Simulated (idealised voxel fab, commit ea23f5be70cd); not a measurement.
Process module heading - voxel spacer lines
It is cross-section cut that appears here, measuring 180 nm in width, its square cells being 5 nm in size.
Cross-section layout: square cells on a grid; listed as bands, top to bottom; a band spans one or more cell rows. Top, bottom (nm), then materials left to right with widths (nm); lone material tagged "all across" fills the whole band edge to edge; "blank" = empty space. Below 0: as-received wafer, all one material; heights counted from there. Lowest band: no bottom, goes on down, written "from 0 down". Width spec "30->40" -> top row of cells at first value, bottom row at second value, equal per-row change in between. Take "same as before" at face value: in the step it is given for, the cross-section changed in none of its cells. Look at "closed voids" for the closed voids: empty spaces with no open path to the top, sized 8 cells or up. Each is width x height at distance, distance from the left edge, all nm. Where a step's line continues beyond its settings, the continuation is a remark by the simulator itself on that step. The optional step-line setting "overlay nm" applies to steps with a mask and quantifies how far to the right of its planned location the mask lay, a negative value indicating leftward placement.

This section lists the process steps that were planned:
1 RECEIVE [material Si]
2 CONFORMAL_DEP [material Al2O3] [thk nm 5]
3 DIRECTIONAL_DEP [material TiN] [thk nm 15]
4 DIRECTIONAL_DEP [material polySi] [thk nm 25]
5 PATTERN [tone cover] [mask id MANDREL] [material resist] [width nm 25] [pitch nm 80] [thk nm 30] [overlay nm 0]
6 DIRECTIONAL_ETCH [etch materials polySi] [depth nm 25]
7 STRIP [etch materials resist]
8 CONFORMAL_DEP [material SiO2] [thk nm 15]
9 DIRECTIONAL_ETCH [etch materials SiO2] [depth nm 15]
10 STRIP [etch materials polySi]
11 DIRECTIONAL_ETCH [etch materials TiN] [depth nm 15]
12 STRIP [etch materials SiO2]

Cross-section: wafer on arrival = after step 1:
    from 0 down: Si all across
    closed voids: none

Post-module cross-section of the first of two wafers (run per plan):
    from 20 to 5: blank=20 | TiN=15 | blank=25 | TiN=15 | blank=25 | TiN=15 | blank=25 | TiN=15 | blank=25
    from 5 to 0: Al2O3 all across
    from 0 down: Si all across
    closed voids: none

Cross-sectional image of the second wafer of the two following completion of the module. Starting state and process plan were the same as for the first wafer; one execution error occurred:
    from 45 to 20: blank=20 | TiN=15 | polySi=25 | TiN=15 | blank=25 | TiN=15 | polySi=25 | TiN=15 | blank=25
    from 20 to 5: TiN all across
    from 5 to 0: Al2O3 all across
    from 0 down: Si all across
    closed voids: none
Against the plan, the run slipped here: step 8: run off-plan, actual operation and settings CONFORMAL_DEP [material TiN] [thk nm 15]
At the finish, the second wafer shows more or fewer cells for some materials than the first does: TiN +132 | polySi +50
